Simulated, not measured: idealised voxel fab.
Process module in this document: voxel wiring stack
165 nm wide, 5 nm square cells: that's cross-section cut.
Throughout this document, each cross-section is represented as a grid of square cells and is presented as a sequence of bands enumerated from the top downward, where a band comprises one or more rows of cells.
The entry gives the band's vertical extent as a top height and a bottom height in nm, then its horizontal make-up as materials from left to right, each with a width in nm. "air" stands for empty space; a single material marked "full width" fills the band edge to edge.
Height reference: 0 = level under which incoming wafer is all one material. Lowest band: no bottom, runs on downward, e.g. "0 nm and below".
The width entry "30..40" should be interpreted row by row: the top row of cells in the band takes the first number, the bottom row takes the second number, and the change between adjacent rows is uniform throughout.
Any step labelled "nothing was modified" changed none of the cells in the cross-section.
Listed in "Sealed-off cavities": every empty space of 8 or more cells without an open way to the top. Form: width x height at distance, the distance being from the left edge, all in nm.
Past the settings on a step's line: simulator remark, on that step.
overlay nm: how far to the right of its planned place the mask lay on this masked step (negative: to the left).
THE PROCESS STEPS THAT WERE PLANNED ARE LISTED BELOW
step 1: RECEIVE, material Si
step 2: CONFORMAL_DEP, material SiO2, thk nm 15
step 3: CONFORMAL_DEP, material SiCN, thk nm 5
step 4: DIRECTIONAL_DEP, material SiO2, thk nm 20
step 5: PATTERN, tone open, mask id METAL_1, material resist, width nm 25, pitch nm 50, thk nm 20, overlay nm 0
step 6: DIRECTIONAL_ETCH, etch materials SiO2, depth nm 20
step 7: DIRECTIONAL_ETCH, etch materials SiCN, depth nm 5
step 8: STRIP, etch materials resist
step 9: CONFORMAL_DEP, material TiN, thk nm 5
step 10: FILL_DEP, material Cu, thk nm 10
step 11: CMP, height nm 40
step 12: EPI, material Ru, thk nm 5
step 13: FILL_DEP, material SiCN, thk nm 5
step 14: DIRECTIONAL_DEP, material SiO2, thk nm 15
step 15: DIRECTIONAL_DEP, material aC, thk nm 10
step 16: PATTERN, tone open, mask id PLUG_1, material resist, width nm 15, thk nm 25, overlay nm 0
step 17: DIRECTIONAL_ETCH, etch materials aC, depth nm 10
step 18: STRIP, etch materials resist
step 19: DIRECTIONAL_ETCH, etch materials SiO2, depth nm 15
step 20: DIRECTIONAL_ETCH, etch materials SiCN, depth nm 5
step 21: STRIP, etch materials aC
step 22: CONFORMAL_DEP, material TiN, thk nm 5
step 23: FILL_DEP, material Cu, thk nm 5
step 24: CMP, height nm 65
step 25: DIRECTIONAL_DEP, material TiN, thk nm 5
step 26: DIRECTIONAL_DEP, material W, thk nm 15
step 27: MASKED_ETCH, tone cover, mask id METAL_2, width nm 25, pitch nm 50, etch materials W, depth nm 15, overlay nm 0
step 28: MASKED_ETCH, tone cover, mask id METAL_2, width nm 25, pitch nm 50, etch materials TiN, depth nm 5, overlay nm 0
step 29: FILL_DEP, material lowk, thk nm 10
step 30: CMP, height nm 85
step 31: CONFORMAL_DEP, material SiCN, thk nm 5
step 32: DIRECTIONAL_DEP, material lowk, thk nm 25
step 33: DIRECTIONAL_DEP, material aC, thk nm 10
step 34: PATTERN, tone open, mask id METAL_3_HOLES, material resist, width nm 15, thk nm 30, overlay nm 0
step 35: DIRECTIONAL_ETCH, etch materials aC, depth nm 10
step 36: STRIP, etch materials resist
step 37: DIRECTIONAL_ETCH, etch materials lowk, depth nm 25
step 38: STRIP, etch materials aC
step 39: MASKED_ETCH, tone open, mask id METAL_3, width nm 25, pitch nm 50, etch materials lowk, depth nm 15, overlay nm 0
step 40: MASKED_ETCH, tone open, mask id METAL_3, width nm 25, pitch nm 50, etch materials SiCN, depth nm 5, overlay nm 0
step 41: CONFORMAL_DEP, material TiN, thk nm 5
step 42: FILL_DEP, material Ru, thk nm 5
step 43: CMP, height nm 115
step 44: CONFORMAL_DEP, material SiCN, thk nm 5
step 45: DIRECTIONAL_DEP, material SiO2, thk nm 30
step 46: DIRECTIONAL_DEP, material aC, thk nm 15
step 47: PATTERN, tone open, mask id METAL_4_HOLES, material resist, width nm 15, pitch nm 50, thk nm 30, overlay nm 0
step 48: DIRECTIONAL_ETCH, etch materials aC, depth nm 15
step 49: STRIP, etch materials resist
step 50: DIRECTIONAL_ETCH, etch materials SiO2, depth nm 30
step 51: STRIP, etch materials aC
step 52: DIRECTIONAL_DEP, material aC, thk nm 15
step 53: PATTERN, tone open, mask id METAL_4, material resist, width nm 25, pitch nm 50, thk nm 30, overlay nm 0
step 54: DIRECTIONAL_ETCH, etch materials aC, depth nm 15
step 55: STRIP, etch materials resist
step 56: DIRECTIONAL_ETCH, etch materials SiO2, depth nm 15
step 57: DIRECTIONAL_ETCH, etch materials SiCN, depth nm 5
step 58: STRIP, etch materials aC
step 59: CONFORMAL_DEP, material TiN, thk nm 5
step 60: FILL_DEP, material Cu, thk nm 5
step 61: CMP, height nm 150
step 62: CONFORMAL_DEP, material SiN, thk nm 5
WAFER AT RECEIPT (POST STEP 1), CROSS-SECTION
    0 nm and below | Si full width
    Sealed-off cavities: none
HERE'S THE CROSS-SECTION OF THE FIRST OF OUR TWO WAFERS AT THE END OF THE MODULE - IT RAN AS PLANNED
    155 nm to 150 nm | SiN full width
    150 nm to 140 nm | SiO2 45 nm, TiN 5 nm, Cu 15 nm, TiN 5 nm, SiO2 25 nm, TiN 5 nm, Cu 15 nm, TiN 5 nm, SiO2 45 nm
    140 nm to 135 nm | SiO2 45 nm, TiN 5 nm, Cu 5 nm, TiN 15 nm, SiO2 25 nm, TiN 5 nm, Cu 5 nm, TiN 15 nm, SiO2 45 nm
    135 nm to 120 nm | SiO2 45 nm, TiN 5 nm, Cu 5 nm, TiN 5 nm, SiO2 35 nm, TiN 5 nm, Cu 5 nm, TiN 5 nm, SiO2 55 nm
    120 nm to 115 nm | SiCN 45 nm, TiN 15 nm, SiCN 35 nm, TiN 15 nm, SiCN 55 nm
    115 nm to 105 nm | lowk 45 nm, TiN 5 nm, Ru 15 nm, TiN 5 nm, lowk 25 nm, TiN 5 nm, Ru 15 nm, TiN 5 nm, lowk 45 nm
    105 nm to 100 nm | lowk 45 nm, TiN 5 nm, Ru 5 nm, TiN 15 nm, lowk 25 nm, TiN 25 nm, lowk 45 nm
    100 nm to 90 nm | lowk 45 nm, TiN 5 nm, Ru 5 nm, TiN 5 nm, lowk 105 nm
    90 nm to 85 nm | SiCN 45 nm, TiN 15 nm, SiCN 105 nm
    85 nm to 70 nm | lowk 45 nm, W 25 nm, lowk 25 nm, W 25 nm, lowk 45 nm
    70 nm to 65 nm | lowk 45 nm, TiN 25 nm, lowk 25 nm, TiN 25 nm, lowk 45 nm
    65 nm to 50 nm | SiO2 45 nm, TiN 5 nm, Cu 5 nm, TiN 5 nm, SiO2 105 nm
    50 nm to 45 nm | SiCN 45 nm, TiN 15 nm, SiCN 105 nm
    45 nm to 40 nm | SiCN 40 nm, Ru 35 nm, SiCN 15 nm, Ru 35 nm, SiCN 40 nm
    40 nm to 20 nm | SiO2 45 nm, TiN 5 nm, Cu 15 nm, TiN 5 nm, SiO2 25 nm, TiN 5 nm, Cu 15 nm, TiN 5 nm, SiO2 45 nm
    20 nm to 15 nm | SiCN 45 nm, TiN 25 nm, SiCN 25 nm, TiN 25 nm, SiCN 45 nm
    15 nm to 0 nm | SiO2 full width
    0 nm and below | Si full width
    Sealed-off cavities: none
CROSS-SECTIONAL VIEW OF THE SECOND OF TWO WAFERS UPON COMPLETION OF THE MODULE. THIS WAFER SHARED ITS STARTING CONDITION AND PROCESS PLAN WITH THE FIRST; ONE ERROR WAS MADE DURING ITS EXECUTION
    155 nm to 150 nm | SiN full width
    150 nm to 140 nm | SiO2 45 nm, TiN 5 nm, Cu 15 nm, TiN 5 nm, SiO2 25 nm, TiN 5 nm, Cu 15 nm, TiN 5 nm, SiO2 45 nm
    140 nm to 135 nm | SiO2 45 nm, TiN 5 nm, Cu 5 nm, TiN 15 nm, SiO2 25 nm, TiN 5 nm, Cu 5 nm, TiN 15 nm, SiO2 45 nm
    135 nm to 120 nm | SiO2 45 nm, TiN 5 nm, Cu 5 nm, TiN 5 nm, SiO2 35 nm, TiN 5 nm, Cu 5 nm, TiN 5 nm, SiO2 55 nm
    120 nm to 115 nm | SiCN 45 nm, TiN 15 nm, SiCN 35 nm, TiN 15 nm, SiCN 55 nm
    115 nm to 105 nm | lowk 45 nm, TiN 5 nm, Ru 15 nm, TiN 5 nm, lowk 25 nm, TiN 5 nm, Ru 15 nm, TiN 5 nm, lowk 45 nm
    105 nm to 100 nm | lowk 45 nm, TiN 5 nm, Ru 5 nm, TiN 15 nm, lowk 25 nm, TiN 25 nm, lowk 45 nm
    100 nm to 90 nm | lowk 45 nm, TiN 5 nm, Ru 5 nm, TiN 5 nm, lowk 105 nm
    90 nm to 85 nm | SiCN 45 nm, TiN 15 nm, SiCN 105 nm
    85 nm to 70 nm | lowk 45 nm, W 25 nm, lowk 25 nm, W 25 nm, lowk 45 nm
    70 nm to 65 nm | lowk 45 nm, TiN 25 nm, lowk 25 nm, TiN 25 nm, lowk 45 nm
    65 nm to 50 nm | SiO2 45 nm, TiN 5 nm, Cu 5 nm, TiN 5 nm, SiO2 105 nm
    50 nm to 45 nm | SiCN 45 nm, TiN 15 nm, SiCN 105 nm
    45 nm to 40 nm | SiCN 40 nm, Ru 35 nm, SiCN 15 nm, Ru 35 nm, SiCN 40 nm
    40 nm to 25 nm | SiO2 45 nm, TiN 5 nm, Cu 15 nm, TiN 5 nm, SiO2 25 nm, TiN 5 nm, Cu 15 nm, TiN 5 nm, SiO2 45 nm
    25 nm to 20 nm | SiO2 45 nm, TiN 25 nm, SiO2 25 nm, TiN 25 nm, SiO2 45 nm
    20 nm to 5 nm | SiO2 full width
    5 nm to 0 nm | SiCN full width
    0 nm and below | Si full width
    Sealed-off cavities: none
Run error: step 3 occupied the plan position of step 2, and the converse holds as well
In the final state, the cell counts of the second wafer exceed or fall short of those of the first for the following materials: 6 fewer of Cu; 10 more of SiCN; 4 fewer of TiN
